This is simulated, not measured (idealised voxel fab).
This section sets out a process module, namely voxel tone inversion.
Each square cell in cross-section cut measures 5 nm, and the section as a whole is 175 nm wide.
Square cells in a grid make up a cross-section in this document, and the grid is given as bands, listed from the top down, each one or more rows of cells.
It is stipulated that each band's entry specify, in nanometres, the height of the top of the band and then that of its bottom, followed by the materials of the band in left-to-right sequence, each together with its width in nanometres. A single material marked by the word "edge to edge" is understood to fill the band from edge to edge; the word "empty" is understood to denote empty space.
Heights from 0 (as-received wafer is one material below). Bottom band endless downward, as "0 nm and below".
Width spec "30..40" -> top row of cells at first value, bottom row at second value, equal per-row change in between.
Where the words "no modifications" appear for a step, the cross-section shows no cell changed by that step; every cell remained as before.
Listed in "Sealed internal cavities": every empty space of 8 or more cells without an open way to the top. Form: width x height at distance, the distance being from the left edge, all in nm.
What comes after the settings on a step's line is commentary from the simulator itself on that step.
Among the settings permitted on a step's line is "overlay nm"; applied to a step with a mask, it specifies the extent to which the mask lay to the right of its planned position, whereas a negative figure signifies a position to the left.
### Below is the list of planned process steps
1) RECEIVE | material Si
2) CONFORMAL_DEP | material SiCN | thk nm 5
3) DIRECTIONAL_DEP | material aC | thk nm 25
4) PATTERN | tone cover | mask id POSTS | material resist | width nm 25 | pitch nm 55 | thk nm 35 | overlay nm 0
5) DIRECTIONAL_ETCH | etch materials aC | depth nm 25
6) STRIP | etch materials resist
7) FILL_DEP | material SiO2 | thk nm 5
8) CMP | height nm 30
9) STRIP | etch materials aC
### First of two wafers: run as planned
### Cross-section of the wafer at receipt, which is the condition after step 1
* 0 nm and below = Si edge to edge
* Sealed internal cavities: none
### The wafer, seen in cross-section, after step 2
* 5 nm to 0 nm = SiCN edge to edge
* Below 0, the layers are the same as they were.
### The wafer, seen in cross-section, after step 3
* 30 nm to 5 nm = aC edge to edge
* Below 5, the layers are the same as they were.
### The wafer, seen in cross-section, after step 4
* 65 nm to 30 nm = empty: 20 / resist: 25 / empty: 30 / resist: 25 / empty: 30 / resist: 25 / empty: 20
* Below 30, the layers are the same as they were.
### The wafer, seen in cross-section, after step 5
* 40 nm to 30 nm = empty: 20 / resist: 25 / empty: 30 / resist: 25 / empty: 30 / resist: 25 / empty: 20
* 30 nm to 5 nm = empty: 20 / aC: 25 / empty: 30 / aC: 25 / empty: 30 / aC: 25 / empty: 20
* Below 5, the layers are the same as they were.
### The wafer, seen in cross-section, after step 6
* 30 nm to 5 nm = empty: 20 / aC: 25 / empty: 30 / aC: 25 / empty: 30 / aC: 25 / empty: 20
* Below 5, the layers are the same as they were.
### The wafer, seen in cross-section, after step 7
* 35 nm to 30 nm = SiO2 edge to edge
* 30 nm to 5 nm = SiO2: 20 / aC: 25 / SiO2: 30 / aC: 25 / SiO2: 30 / aC: 25 / SiO2: 20
* Below 5, the layers are the same as they were.
### The wafer, seen in cross-section, after step 8
* 30 nm to 5 nm = SiO2: 20 / aC: 25 / SiO2: 30 / aC: 25 / SiO2: 30 / aC: 25 / SiO2: 20
* Below 5, the layers are the same as they were.
### The wafer, seen in cross-section, after step 9
* 30 nm to 5 nm = SiO2: 20 / empty: 25 / SiO2: 30 / empty: 25 / SiO2: 30 / empty: 25 / SiO2: 20
* Below 5, the layers are the same as they were.
### Second wafer: same start and same plan as the first, one execution error; identical to the first through step 3
### Second wafer cross-section, taken as of the time the plan sets for step 4 to be done
* 65 nm to 30 nm = resist: 20 / empty: 25 / resist: 30 / empty: 25 / resist: 30 / empty: 25 / resist: 20
* Below 30, the layers are the same as they were.
### Second wafer cross-section, taken as of the time the plan sets for step 5 to be done
* 40 nm to 30 nm = resist: 20 / empty: 25 / resist: 30 / empty: 25 / resist: 30 / empty: 25 / resist: 20
* 30 nm to 5 nm = aC: 20 / empty: 25 / aC: 30 / empty: 25 / aC: 30 / empty: 25 / aC: 20
* Below 5, the layers are the same as they were.
### Second wafer cross-section, taken as of the time the plan sets for step 6 to be done
* 30 nm to 5 nm = aC: 20 / empty: 25 / aC: 30 / empty: 25 / aC: 30 / empty: 25 / aC: 20
* Below 5, the layers are the same as they were.
### Second wafer cross-section, taken as of the time the plan sets for step 7 to be done
* 35 nm to 30 nm = SiO2 edge to edge
* 30 nm to 5 nm = aC: 20 / SiO2: 25 / aC: 30 / SiO2: 25 / aC: 30 / SiO2: 25 / aC: 20
* Below 5, the layers are the same as they were.
### Second wafer cross-section, taken as of the time the plan sets for step 8 to be done
* 30 nm to 5 nm = aC: 20 / SiO2: 25 / aC: 30 / SiO2: 25 / aC: 30 / SiO2: 25 / aC: 20
* Below 5, the layers are the same as they were.
### Second wafer cross-section, taken as of the time the plan sets for step 9 to be done
* 30 nm to 5 nm = empty: 20 / SiO2: 25 / empty: 30 / SiO2: 25 / empty: 30 / SiO2: 25 / empty: 20
* Below 5, the layers are the same as they were.
Which mistake was made when the wafer was run? off-plan run, step 4, actual operation and settings PATTERN | tone open | mask id POSTS | material resist | width nm 25 | pitch nm 55 | thk nm 35 | overlay nm 0
Once processing is complete, comparing cell counts shows that the second wafer has more or fewer of certain materials than the first: -25 SiO2
